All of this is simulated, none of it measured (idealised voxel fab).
Presented below is a process module, voxel capacitor over wiring.
Square cells of 5 nm make up the cross-section cut, whose width is 225 nm.
Each cross-section below is a grid of square cells, stated as bands in top-down order, with one or more rows of cells making up each band.
Heights first: top, then bottom, in nm. Then materials, left to right, each with a width in nm. "full width" on a single material: fills the band edge to edge. "air": empty space.
Measure heights from 0. That's the level where, below it, the as-received wafer is all one material. The lowest band is bottomless and extends downward; write it as in "from 0 down".
The notation "30..40" denotes a width that varies across the rows of cells in the band, beginning at the first number in the top row, finishing at the second number in the bottom row, and changing by an identical amount from each row to the next.
Where a step carries "nothing altered", the cross-section came out of it unchanged, cell for cell.
Reported under the label "Tabulated closed voids" are the empty spaces having no open way to the top and comprising 8 cells or more; the notation for each is width x height at distance, in which the distance is measured from the left edge and all three values are in nm.
The remark found on a step's line after its settings is issued by the simulator itself and pertains to that step.
A step's line can hold "overlay nm"; with a mask on that step, the setting says how far right of the planned place the mask lay, while a negative setting says it lay to the left.
**Listed below are the process steps as planned**
| 1 | op RECEIVE | material Si |
| 2 | op CONFORMAL_DEP | material SiO2 | thk nm 15 |
| 3 | op CONFORMAL_DEP | material SiCN | thk nm 5 |
| 4 | op DIRECTIONAL_DEP | material SiO2 | thk nm 20 |
| 5 | op MASKED_ETCH | tone open | mask id METAL_1 | width nm 30 | pitch nm 90 | etch materials SiO2 | depth nm 20 | overlay nm 0 |
| 6 | op MASKED_ETCH | tone open | mask id METAL_1 | width nm 30 | pitch nm 90 | etch materials SiCN | depth nm 5 | overlay nm 0 |
| 7 | op CONFORMAL_DEP | material TiN | thk nm 5 |
| 8 | op FILL_DEP | material Cu | thk nm 10 |
| 9 | op CMP | height nm 40 |
| 10 | op CONFORMAL_DEP | material SiCN | thk nm 5 |
| 11 | op DIRECTIONAL_DEP | material lowk | thk nm 15 |
| 12 | op DIRECTIONAL_DEP | material aC | thk nm 10 |
| 13 | op PATTERN | tone open | mask id PLUG_1 | material resist | width nm 15 | thk nm 30 | overlay nm 0 |
| 14 | op DIRECTIONAL_ETCH | etch materials aC | depth nm 10 |
| 15 | op STRIP | etch materials resist |
| 16 | op DIRECTIONAL_ETCH | etch materials lowk | depth nm 15 |
| 17 | op DIRECTIONAL_ETCH | etch materials SiCN | depth nm 5 |
| 18 | op STRIP | etch materials aC |
| 19 | op CONFORMAL_DEP | material TiN | thk nm 5 |
| 20 | op FILL_DEP | material Ru | thk nm 5 |
| 21 | op CMP | height nm 60 |
| 22 | op DIRECTIONAL_DEP | material TiN | thk nm 5 |
| 23 | op DIRECTIONAL_DEP | material SiN | thk nm 5 |
| 24 | op DIRECTIONAL_DEP | material TiN | thk nm 5 |
| 25 | op DIRECTIONAL_DEP | material aC | thk nm 10 |
| 26 | op PATTERN | tone cover | mask id UPPER_PLATE | material resist | width nm 65 | thk nm 25 | overlay nm 0 |
| 27 | op DIRECTIONAL_ETCH | etch materials aC | depth nm 10 |
| 28 | op STRIP | etch materials resist |
| 29 | op DIRECTIONAL_ETCH | etch materials TiN | depth nm 5 |
| 30 | op DIRECTIONAL_ETCH | etch materials SiN | depth nm 5 |
| 31 | op STRIP | etch materials aC |
| 32 | op MASKED_ETCH | tone cover | mask id LOWER_PLATE | width nm 75 | etch materials TiN | depth nm 5 | overlay nm 0 |
| 33 | op FILL_DEP | material SiO2 | thk nm 20 |
| 34 | op CMP | height nm 90 |
| 35 | op PATTERN | tone open | mask id PLUG_2 | material resist | width nm 15 | thk nm 20 | overlay nm 0 |
| 36 | op DIRECTIONAL_ETCH | etch materials SiO2 | depth nm 15 |
| 37 | op STRIP | etch materials resist |
| 38 | op CONFORMAL_DEP | material TiN | thk nm 5 |
| 39 | op FILL_DEP | material Ru | thk nm 5 |
| 40 | op CMP | height nm 90 |
| 41 | op CONFORMAL_DEP | material SiCN | thk nm 5 |
**The following pertains to the first of two wafers, which was processed as planned**
**Cross-section, incoming material, after step 1**
    from 0 down: Si full width
    Tabulated closed voids: none
**The wafer, seen in cross-section, after step 2**
    from 15 to 0: SiO2 full width
    Note: structure below 0 unchanged.
**The wafer, seen in cross-section, after step 3**
    from 20 to 15: SiCN full width
    Note: structure below 15 unchanged.
**The wafer, seen in cross-section, after step 4**
    from 40 to 20: SiO2 full width
    Note: structure below 20 unchanged.
**The wafer, seen in cross-section, after step 5**
    from 40 to 20: 50 nm SiO2 / 30 nm air / 60 nm SiO2 / 30 nm air / 55 nm SiO2
    Note: structure below 20 unchanged.
**The wafer, seen in cross-section, after step 6**
    from 40 to 20: 50 nm SiO2 / 30 nm air / 60 nm SiO2 / 30 nm air / 55 nm SiO2
    from 20 to 15: 50 nm SiCN / 30 nm air / 60 nm SiCN / 30 nm air / 55 nm SiCN
    Note: structure below 15 unchanged.
**The wafer, seen in cross-section, after step 7**
    from 45 to 40: 55 nm TiN / 20 nm air / 70 nm TiN / 20 nm air / 60 nm TiN
    from 40 to 20: 50 nm SiO2 / 5 nm TiN / 20 nm air / 5 nm TiN / 60 nm SiO2 / 5 nm TiN / 20 nm air / 5 nm TiN / 55 nm SiO2
    from 20 to 15: 50 nm SiCN / 30 nm TiN / 60 nm SiCN / 30 nm TiN / 55 nm SiCN
    Note: structure below 15 unchanged.
**The wafer, seen in cross-section, after step 8**
    from 55 to 45: Cu full width
    from 45 to 40: 55 nm TiN / 20 nm Cu / 70 nm TiN / 20 nm Cu / 60 nm TiN
    from 40 to 20: 50 nm SiO2 / 5 nm TiN / 20 nm Cu / 5 nm TiN / 60 nm SiO2 / 5 nm TiN / 20 nm Cu / 5 nm TiN / 55 nm SiO2
    Note: structure below 20 unchanged.
**The wafer, seen in cross-section, after step 9**
    from 40 to 20: 50 nm SiO2 / 5 nm TiN / 20 nm Cu / 5 nm TiN / 60 nm SiO2 / 5 nm TiN / 20 nm Cu / 5 nm TiN / 55 nm SiO2
    Note: structure below 20 unchanged.
**The wafer, seen in cross-section, after step 10**
    from 45 to 40: SiCN full width
    Note: structure below 40 unchanged.
**The wafer, seen in cross-section, after step 11**
    from 60 to 45: lowk full width
    Note: structure below 45 unchanged.
**The wafer, seen in cross-section, after step 12**
    from 70 to 60: aC full width
    Note: structure below 60 unchanged.
**The wafer, seen in cross-section, after step 13**
    from 100 to 70: 65 nm resist / 15 nm air / 145 nm resist
    Note: structure below 70 unchanged.
**The wafer, seen in cross-section, after step 14**
    from 90 to 70: 65 nm resist / 15 nm air / 145 nm resist
    from 70 to 60: 65 nm aC / 15 nm air / 145 nm aC
    Note: structure below 60 unchanged.
**The wafer, seen in cross-section, after step 15**
    from 70 to 60: 65 nm aC / 15 nm air / 145 nm aC
    Note: structure below 60 unchanged.
**The wafer, seen in cross-section, after step 16**
    from 70 to 60: 65 nm aC / 15 nm air / 145 nm aC
    from 60 to 45: 65 nm lowk / 15 nm air / 145 nm lowk
    Note: structure below 45 unchanged.
**The wafer, seen in cross-section, after step 17**
    from 70 to 60: 65 nm aC / 15 nm air / 145 nm aC
    from 60 to 45: 65 nm lowk / 15 nm air / 145 nm lowk
    from 45 to 40: 65 nm SiCN / 15 nm air / 145 nm SiCN
    Note: structure below 40 unchanged.
**The wafer, seen in cross-section, after step 18**
    from 60 to 45: 65 nm lowk / 15 nm air / 145 nm lowk
    Note: structure below 45 unchanged.
**The wafer, seen in cross-section, after step 19**
    from 65 to 60: 70 nm TiN / 5 nm air / 150 nm TiN
    from 60 to 45: 65 nm lowk / 5 nm TiN / 5 nm air / 5 nm TiN / 145 nm lowk
    from 45 to 40: 65 nm SiCN / 15 nm TiN / 145 nm SiCN
    Note: structure below 40 unchanged.
**The wafer, seen in cross-section, after step 20**
    from 70 to 65: Ru full width
    from 65 to 60: 70 nm TiN / 5 nm Ru / 150 nm TiN
    from 60 to 45: 65 nm lowk / 5 nm TiN / 5 nm Ru / 5 nm TiN / 145 nm lowk
    Note: structure below 45 unchanged.
**The wafer, seen in cross-section, after step 21**
    from 60 to 45: 65 nm lowk / 5 nm TiN / 5 nm Ru / 5 nm TiN / 145 nm lowk
    Note: structure below 45 unchanged.
**The wafer, seen in cross-section, after step 22**
    from 65 to 60: TiN full width
    Note: structure below 60 unchanged.
**The wafer, seen in cross-section, after step 23**
    from 70 to 65: SiN full width
    Note: structure below 65 unchanged.
**The wafer, seen in cross-section, after step 24**
    from 75 to 70: TiN full width
    Note: structure below 70 unchanged.
**The wafer, seen in cross-section, after step 25**
    from 85 to 75: aC full width
    Note: structure below 75 unchanged.
**The wafer, seen in cross-section, after step 26**
    from 110 to 85: 65 nm air / 65 nm resist / 95 nm air
    Note: structure below 85 unchanged.
**The wafer, seen in cross-section, after step 27**
    from 100 to 85: 65 nm air / 65 nm resist / 95 nm air
    from 85 to 75: 65 nm air / 65 nm aC / 95 nm air
    Note: structure below 75 unchanged.
**The wafer, seen in cross-section, after step 28**
    from 85 to 75: 65 nm air / 65 nm aC / 95 nm air
    Note: structure below 75 unchanged.
**The wafer, seen in cross-section, after step 29**
    from 85 to 75: 65 nm air / 65 nm aC / 95 nm air
    from 75 to 70: 65 nm air / 65 nm TiN / 95 nm air
    Note: structure below 70 unchanged.
**The wafer, seen in cross-section, after step 30**
    from 85 to 75: 65 nm air / 65 nm aC / 95 nm air
    from 75 to 70: 65 nm air / 65 nm TiN / 95 nm air
    from 70 to 65: 65 nm air / 65 nm SiN / 95 nm air
    Note: structure below 65 unchanged.
**The wafer, seen in cross-section, after step 31**
    from 75 to 70: 65 nm air / 65 nm TiN / 95 nm air
    Note: structure below 70 unchanged.
**The wafer, seen in cross-section, after step 32**
    from 75 to 70: 65 nm air / 65 nm TiN / 95 nm air
    from 70 to 65: 65 nm air / 65 nm SiN / 95 nm air
    from 65 to 60: 60 nm air / 75 nm TiN / 90 nm air
    Note: structure below 60 unchanged.
**The wafer, seen in cross-section, after step 33**
    from 95 to 75: SiO2 full width
    from 75 to 70: 65 nm SiO2 / 65 nm TiN / 95 nm SiO2
    from 70 to 65: 65 nm SiO2 / 65 nm SiN / 95 nm SiO2
    from 65 to 60: 60 nm SiO2 / 75 nm TiN / 90 nm SiO2
    Note: structure below 60 unchanged.
**The wafer, seen in cross-section, after step 34**
    from 90 to 75: SiO2 full width
    Note: structure below 75 unchanged.
**The wafer, seen in cross-section, after step 35**
    from 110 to 90: 75 nm resist / 15 nm air / 135 nm resist
    Note: structure below 90 unchanged.
**The wafer, seen in cross-section, after step 36**
    from 110 to 90: 75 nm resist / 15 nm air / 135 nm resist
    from 90 to 75: 75 nm SiO2 / 15 nm air / 135 nm SiO2
    Note: structure below 75 unchanged.
**The wafer, seen in cross-section, after step 37**
    from 90 to 75: 75 nm SiO2 / 15 nm air / 135 nm SiO2
    Note: structure below 75 unchanged.
**The wafer, seen in cross-section, after step 38**
    from 95 to 90: 80 nm TiN / 5 nm air / 140 nm TiN
    from 90 to 80: 75 nm SiO2 / 5 nm TiN / 5 nm air / 5 nm TiN / 135 nm SiO2
    from 80 to 70: 75..65 nm SiO2 / 15..65 nm TiN / 135..95 nm SiO2
    Note: structure below 70 unchanged.
**The wafer, seen in cross-section, after step 39**
    from 100 to 95: Ru full width
    from 95 to 90: 80 nm TiN / 5 nm Ru / 140 nm TiN
    from 90 to 80: 75 nm SiO2 / 5 nm TiN / 5 nm Ru / 5 nm TiN / 135 nm SiO2
    Note: structure below 80 unchanged.
**The wafer, seen in cross-section, after step 40**
    from 90 to 80: 75 nm SiO2 / 5 nm TiN / 5 nm Ru / 5 nm TiN / 135 nm SiO2
    Note: structure below 80 unchanged.
**The wafer, seen in cross-section, after step 41**
    from 95 to 90: SiCN full width
    Note: structure below 90 unchanged.
**Regarding the second of the two wafers: it shared the first wafer's starting condition and process plan, yet one error occurred during its execution. Its history coincides with that of the first wafer up to and including step 25**
**Cross-sectional view of the second wafer at the intended end time of process step 26**
    from 110 to 85: 65 nm resist / 65 nm air / 95 nm resist
    Note: structure below 85 unchanged.
**Cross-sectional view of the second wafer at the intended end time of process step 27**
    from 100 to 85: 65 nm resist / 65 nm air / 95 nm resist
    from 85 to 75: 65 nm aC / 65 nm air / 95 nm aC
    Note: structure below 75 unchanged.
**Cross-sectional view of the second wafer at the intended end time of process step 28**
    from 85 to 75: 65 nm aC / 65 nm air / 95 nm aC
    Note: structure below 75 unchanged.
**Cross-sectional view of the second wafer at the intended end time of process step 29**
    from 85 to 75: 65 nm aC / 65 nm air / 95 nm aC
    from 75 to 70: 65 nm TiN / 65 nm air / 95 nm TiN
    Note: structure below 70 unchanged.
**Cross-sectional view of the second wafer at the intended end time of process step 30**
    from 85 to 75: 65 nm aC / 65 nm air / 95 nm aC
    from 75 to 70: 65 nm TiN / 65 nm air / 95 nm TiN
    from 70 to 65: 65 nm SiN / 65 nm air / 95 nm SiN
    Note: structure below 65 unchanged.
**Cross-sectional view of the second wafer at the intended end time of process step 31**
    from 75 to 70: 65 nm TiN / 65 nm air / 95 nm TiN
    Note: structure below 70 unchanged.
**Cross-sectional view of the second wafer at the intended end time of process step 32**
    from 75 to 70: 60 nm air / 5 nm TiN / 65 nm air / 5 nm TiN / 90 nm air
    Note: structure below 70 unchanged.
**Cross-sectional view of the second wafer at the intended end time of process step 33**
    from 95 to 75: SiO2 full width
    from 75 to 70: 60 nm SiO2 / 5 nm TiN / 65 nm SiO2 / 5 nm TiN / 90 nm SiO2
    from 70 to 65: 65 nm SiN / 65 nm SiO2 / 95 nm SiN
    Note: structure below 65 unchanged.
**Cross-sectional view of the second wafer at the intended end time of process step 34**
    from 90 to 75: SiO2 full width
    Note: structure below 75 unchanged.
**Cross-sectional view of the second wafer at the intended end time of process step 35**
    from 110 to 90: 75 nm resist / 15 nm air / 135 nm resist
    Note: structure below 90 unchanged.
**Cross-sectional view of the second wafer at the intended end time of process step 36**
    from 110 to 90: 75 nm resist / 15 nm air / 135 nm resist
    from 90 to 75: 75 nm SiO2 / 15 nm air / 135 nm SiO2
    Note: structure below 75 unchanged.
**Cross-sectional view of the second wafer at the intended end time of process step 37**
    from 90 to 75: 75 nm SiO2 / 15 nm air / 135 nm SiO2
    Note: structure below 75 unchanged.
**Cross-sectional view of the second wafer at the intended end time of process step 38**
    from 95 to 90: 80 nm TiN / 5 nm air / 140 nm TiN
    from 90 to 80: 75 nm SiO2 / 5 nm TiN / 5 nm air / 5 nm TiN / 135 nm SiO2
    from 80 to 75: 75 nm SiO2 / 15 nm TiN / 135 nm SiO2
    Note: structure below 75 unchanged.
**Cross-sectional view of the second wafer at the intended end time of process step 39**
    from 100 to 95: Ru full width
    from 95 to 90: 80 nm TiN / 5 nm Ru / 140 nm TiN
    from 90 to 80: 75 nm SiO2 / 5 nm TiN / 5 nm Ru / 5 nm TiN / 135 nm SiO2
    Note: structure below 80 unchanged.
**Cross-sectional view of the second wafer at the intended end time of process step 40**
    from 90 to 80: 75 nm SiO2 / 5 nm TiN / 5 nm Ru / 5 nm TiN / 135 nm SiO2
    Note: structure below 80 unchanged.
**Cross-sectional view of the second wafer at the intended end time of process step 41**
    from 95 to 90: SiCN full width
    Note: structure below 90 unchanged.
Plan not followed: off-plan run, step 26, actual operation and settings op PATTERN | tone open | mask id UPPER_PLATE | material resist | width nm 65 | thk nm 25 | overlay nm 0
End of process, cell counts, second wafer against first, materials with more or fewer: 19 more of SiN; 38 fewer of SiO2; 19 more of TiN
